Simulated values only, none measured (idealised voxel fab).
voxel trench capacitor: a process module
Shown is cross-section cut, with a width of 195 nm and square cells of size 5 nm.
Cross-section layout: square cells on a grid; listed as bands, top to bottom; a band spans one or more cell rows.
This entry defines a band. It first specifies the height of the band's top and the height of its bottom in nm, and then specifies the band's materials from left to right, stating each material with its width in nm. The word "full width" identifies a single material that fills the band from edge to edge, while the word "blank" identifies empty space.
Heights are reckoned from 0. Under this level, the received wafer is all of one material. The bottommost band is open-ended downward, for example "0 nm and below".
Top row gets the first number, bottom row gets the second, and each row in between changes by the same step: that is how a band width like "30->40" works.
Given "nothing different" for a step, no cell of the cross-section differs between before and after that step.
"Closed voids list" enumerates empty spaces isolated from the top, with no open way to it, that contain at least 8 cells, giving each as width x height at distance from the left edge, all three in nm.
The remark found on a step's line after its settings is issued by the simulator itself and pertains to that step.
The line of a step may include "overlay nm". On a step with a mask, this value is how far to the right of its planned place the mask lay. A negative value means the mask lay to the left.

Set out below are the planned steps of the process
1) RECEIVE [material Si]
2) CONFORMAL_DEP [material SiN] [thk nm 5]
3) DIRECTIONAL_DEP [material aC] [thk nm 15]
4) PATTERN [tone open] [mask id TRENCH] [material resist] [width nm 25] [pitch nm 50] [thk nm 30] [overlay nm 0]
5) DIRECTIONAL_ETCH [etch materials aC] [depth nm 15]
6) STRIP [etch materials resist]
7) DIRECTIONAL_ETCH [etch materials SiN] [depth nm 5]
8) DIRECTIONAL_ETCH [etch materials Si] [depth nm 40]
9) STRIP [etch materials aC]
10) CONFORMAL_DEP [material Al2O3] [thk nm 5]
11) CONFORMAL_DEP [material TiN] [thk nm 5]
12) FILL_DEP [material W] [thk nm 10]
13) CMP [height nm 5]

Concerning the first of two wafers, which was run in accordance with the plan

Wafer cross-section on receipt, i.e. after step 1
0 nm and below | Si full width
Closed voids list: none

Step 2 complete: cross-section through the wafer
5 nm to 0 nm | SiN full width
Unchanged below 0.

Step 3 complete: cross-section through the wafer
20 nm to 5 nm | aC full width
Unchanged below 5.

Step 4 complete: cross-section through the wafer
50 nm to 20 nm | resist=35 | blank=25 | resist=25 | blank=25 | resist=25 | blank=25 | resist=35
Unchanged below 20.

Step 5 complete: cross-section through the wafer
35 nm to 20 nm | resist=35 | blank=25 | resist=25 | blank=25 | resist=25 | blank=25 | resist=35
20 nm to 5 nm | aC=35 | blank=25 | aC=25 | blank=25 | aC=25 | blank=25 | aC=35
Unchanged below 5.

Step 6 complete: cross-section through the wafer
20 nm to 5 nm | aC=35 | blank=25 | aC=25 | blank=25 | aC=25 | blank=25 | aC=35
Unchanged below 5.

Step 7 complete: cross-section through the wafer
20 nm to 5 nm | aC=35 | blank=25 | aC=25 | blank=25 | aC=25 | blank=25 | aC=35
5 nm to 0 nm | SiN=35 | blank=25 | SiN=25 | blank=25 | SiN=25 | blank=25 | SiN=35
Unchanged below 0.

Step 8 complete: cross-section through the wafer
20 nm to 5 nm | aC=35 | blank=25 | aC=25 | blank=25 | aC=25 | blank=25 | aC=35
5 nm to 0 nm | SiN=35 | blank=25 | SiN=25 | blank=25 | SiN=25 | blank=25 | SiN=35
0 nm to -40 nm | Si=35 | blank=25 | Si=25 | blank=25 | Si=25 | blank=25 | Si=35
Unchanged below -40.

Step 9 complete: cross-section through the wafer
5 nm to 0 nm | SiN=35 | blank=25 | SiN=25 | blank=25 | SiN=25 | blank=25 | SiN=35
Unchanged below 0.

Step 10 complete: cross-section through the wafer
10 nm to 5 nm | Al2O3=40 | blank=15 | Al2O3=35 | blank=15 | Al2O3=35 | blank=15 | Al2O3=40
5 nm to 0 nm | SiN=35 | Al2O3=5 | blank=15 | Al2O3=5 | SiN=25 | Al2O3=5 | blank=15 | Al2O3=5 | SiN=25 | Al2O3=5 | blank=15 | Al2O3=5 | SiN=35
0 nm to -35 nm | Si=35 | Al2O3=5 | blank=15 | Al2O3=5 | Si=25 | Al2O3=5 | blank=15 | Al2O3=5 | Si=25 | Al2O3=5 | blank=15 | Al2O3=5 | Si=35
-35 nm to -40 nm | Si=35 | Al2O3=25 | Si=25 | Al2O3=25 | Si=25 | Al2O3=25 | Si=35
Unchanged below -40.

Step 11 complete: cross-section through the wafer
15 nm to 10 nm | TiN=45 | blank=5 | TiN=45 | blank=5 | TiN=45 | blank=5 | TiN=45
10 nm to 5 nm | Al2O3=40 | TiN=5 | blank=5 | TiN=5 | Al2O3=35 | TiN=5 | blank=5 | TiN=5 | Al2O3=35 | TiN=5 | blank=5 | TiN=5 | Al2O3=40
5 nm to 0 nm | SiN=35 | Al2O3=5 | TiN=5 | blank=5 | TiN=5 | Al2O3=5 | SiN=25 | Al2O3=5 | TiN=5 | blank=5 | TiN=5 | Al2O3=5 | SiN=25 | Al2O3=5 | TiN=5 | blank=5 | TiN=5 | Al2O3=5 | SiN=35
0 nm to -30 nm | Si=35 | Al2O3=5 | TiN=5 | blank=5 | TiN=5 | Al2O3=5 | Si=25 | Al2O3=5 | TiN=5 | blank=5 | TiN=5 | Al2O3=5 | Si=25 | Al2O3=5 | TiN=5 | blank=5 | TiN=5 | Al2O3=5 | Si=35
-30 nm to -35 nm | Si=35 | Al2O3=5 | TiN=15 | Al2O3=5 | Si=25 | Al2O3=5 | TiN=15 | Al2O3=5 | Si=25 | Al2O3=5 | TiN=15 | Al2O3=5 | Si=35
Unchanged below -35.

Step 12 complete: cross-section through the wafer
25 nm to 15 nm | W full width
15 nm to 10 nm | TiN=45 | W=5 | TiN=45 | W=5 | TiN=45 | W=5 | TiN=45
10 nm to 5 nm | Al2O3=40 | TiN=5 | W=5 | TiN=5 | Al2O3=35 | TiN=5 | W=5 | TiN=5 | Al2O3=35 | TiN=5 | W=5 | TiN=5 | Al2O3=40
5 nm to 0 nm | SiN=35 | Al2O3=5 | TiN=5 | W=5 | TiN=5 | Al2O3=5 | SiN=25 | Al2O3=5 | TiN=5 | W=5 | TiN=5 | Al2O3=5 | SiN=25 | Al2O3=5 | TiN=5 | W=5 | TiN=5 | Al2O3=5 | SiN=35
0 nm to -30 nm | Si=35 | Al2O3=5 | TiN=5 | W=5 | TiN=5 | Al2O3=5 | Si=25 | Al2O3=5 | TiN=5 | W=5 | TiN=5 | Al2O3=5 | Si=25 | Al2O3=5 | TiN=5 | W=5 | TiN=5 | Al2O3=5 | Si=35
Unchanged below -30.

Step 13 complete: cross-section through the wafer
5 nm to 0 nm | SiN=35 | Al2O3=5 | TiN=5 | W=5 | TiN=5 | Al2O3=5 | SiN=25 | Al2O3=5 | TiN=5 | W=5 | TiN=5 | Al2O3=5 | SiN=25 | Al2O3=5 | TiN=5 | W=5 | TiN=5 | Al2O3=5 | SiN=35
Unchanged below 0.

Now the other wafer: same start, same recipe, but we messed up one thing when running it. Up to and including step 3 it's the same as the first one

X-section, second wafer, when step 4 was due to finish
50 nm to 20 nm | blank=35 | resist=25 | blank=25 | resist=25 | blank=25 | resist=25 | blank=35
Unchanged below 20.

X-section, second wafer, when step 5 was due to finish
35 nm to 20 nm | blank=35 | resist=25 | blank=25 | resist=25 | blank=25 | resist=25 | blank=35
20 nm to 5 nm | blank=35 | aC=25 | blank=25 | aC=25 | blank=25 | aC=25 | blank=35
Unchanged below 5.

X-section, second wafer, when step 6 was due to finish
20 nm to 5 nm | blank=35 | aC=25 | blank=25 | aC=25 | blank=25 | aC=25 | blank=35
Unchanged below 5.

X-section, second wafer, when step 7 was due to finish
20 nm to 5 nm | blank=35 | aC=25 | blank=25 | aC=25 | blank=25 | aC=25 | blank=35
5 nm to 0 nm | blank=35 | SiN=25 | blank=25 | SiN=25 | blank=25 | SiN=25 | blank=35
Unchanged below 0.

X-section, second wafer, when step 8 was due to finish
20 nm to 5 nm | blank=35 | aC=25 | blank=25 | aC=25 | blank=25 | aC=25 | blank=35
5 nm to 0 nm | blank=35 | SiN=25 | blank=25 | SiN=25 | blank=25 | SiN=25 | blank=35
0 nm to -40 nm | blank=35 | Si=25 | blank=25 | Si=25 | blank=25 | Si=25 | blank=35
Unchanged below -40.

X-section, second wafer, when step 9 was due to finish
5 nm to 0 nm | blank=35 | SiN=25 | blank=25 | SiN=25 | blank=25 | SiN=25 | blank=35
Unchanged below 0.

X-section, second wafer, when step 10 was due to finish
10 nm to 5 nm | blank=30 | Al2O3=35 | blank=15 | Al2O3=35 | blank=15 | Al2O3=35 | blank=30
5 nm to 0 nm | blank=30 | Al2O3=5 | SiN=25 | Al2O3=5 | blank=15 | Al2O3=5 | SiN=25 | Al2O3=5 | blank=15 | Al2O3=5 | SiN=25 | Al2O3=5 | blank=30
0 nm to -35 nm | blank=30 | Al2O3=5 | Si=25 | Al2O3=5 | blank=15 | Al2O3=5 | Si=25 | Al2O3=5 | blank=15 | Al2O3=5 | Si=25 | Al2O3=5 | blank=30
-35 nm to -40 nm | Al2O3=35 | Si=25 | Al2O3=25 | Si=25 | Al2O3=25 | Si=25 | Al2O3=35
Unchanged below -40.

X-section, second wafer, when step 11 was due to finish
15 nm to 10 nm | blank=25 | TiN=45 | blank=5 | TiN=45 | blank=5 | TiN=45 | blank=25
10 nm to 5 nm | blank=25 | TiN=5 | Al2O3=35 | TiN=5 | blank=5 | TiN=5 | Al2O3=35 | TiN=5 | blank=5 | TiN=5 | Al2O3=35 | TiN=5 | blank=25
5 nm to 0 nm | blank=25 | TiN=5 | Al2O3=5 | SiN=25 | Al2O3=5 | TiN=5 | blank=5 | TiN=5 | Al2O3=5 | SiN=25 | Al2O3=5 | TiN=5 | blank=5 | TiN=5 | Al2O3=5 | SiN=25 | Al2O3=5 | TiN=5 | blank=25
0 nm to -30 nm | blank=25 | TiN=5 | Al2O3=5 | Si=25 | Al2O3=5 | TiN=5 | blank=5 | TiN=5 | Al2O3=5 | Si=25 | Al2O3=5 | TiN=5 | blank=5 | TiN=5 | Al2O3=5 | Si=25 | Al2O3=5 | TiN=5 | blank=25
-30 nm to -35 nm | TiN=30 | Al2O3=5 | Si=25 | Al2O3=5 | TiN=15 | Al2O3=5 | Si=25 | Al2O3=5 | TiN=15 | Al2O3=5 | Si=25 | Al2O3=5 | TiN=30
Unchanged below -35.

X-section, second wafer, when step 12 was due to finish
25 nm to 15 nm | W full width
15 nm to 10 nm | W=25 | TiN=45 | W=5 | TiN=45 | W=5 | TiN=45 | W=25
10 nm to 5 nm | W=25 | TiN=5 | Al2O3=35 | TiN=5 | W=5 | TiN=5 | Al2O3=35 | TiN=5 | W=5 | TiN=5 | Al2O3=35 | TiN=5 | W=25
5 nm to 0 nm | W=25 | TiN=5 | Al2O3=5 | SiN=25 | Al2O3=5 | TiN=5 | W=5 | TiN=5 | Al2O3=5 | SiN=25 | Al2O3=5 | TiN=5 | W=5 | TiN=5 | Al2O3=5 | SiN=25 | Al2O3=5 | TiN=5 | W=25
0 nm to -30 nm | W=25 | TiN=5 | Al2O3=5 | Si=25 | Al2O3=5 | TiN=5 | W=5 | TiN=5 | Al2O3=5 | Si=25 | Al2O3=5 | TiN=5 | W=5 | TiN=5 | Al2O3=5 | Si=25 | Al2O3=5 | TiN=5 | W=25
Unchanged below -30.

X-section, second wafer, when step 13 was due to finish
5 nm to 0 nm | W=25 | TiN=5 | Al2O3=5 | SiN=25 | Al2O3=5 | TiN=5 | W=5 | TiN=5 | Al2O3=5 | SiN=25 | Al2O3=5 | TiN=5 | W=5 | TiN=5 | Al2O3=5 | SiN=25 | Al2O3=5 | TiN=5 | W=25
Unchanged below 0.
Against the plan, the run slipped here: heads up, step 4 didn't go per plan, it actually ran as PATTERN [tone cover] [mask id TRENCH] [material resist] [width nm 25] [pitch nm 50] [thk nm 30] [overlay nm 0]
End of process, cell counts, second wafer against first, materials with more or fewer: Al2O3: 9 more, Si: 72 fewer, SiN: 9 fewer, TiN: 9 more, W: 63 more
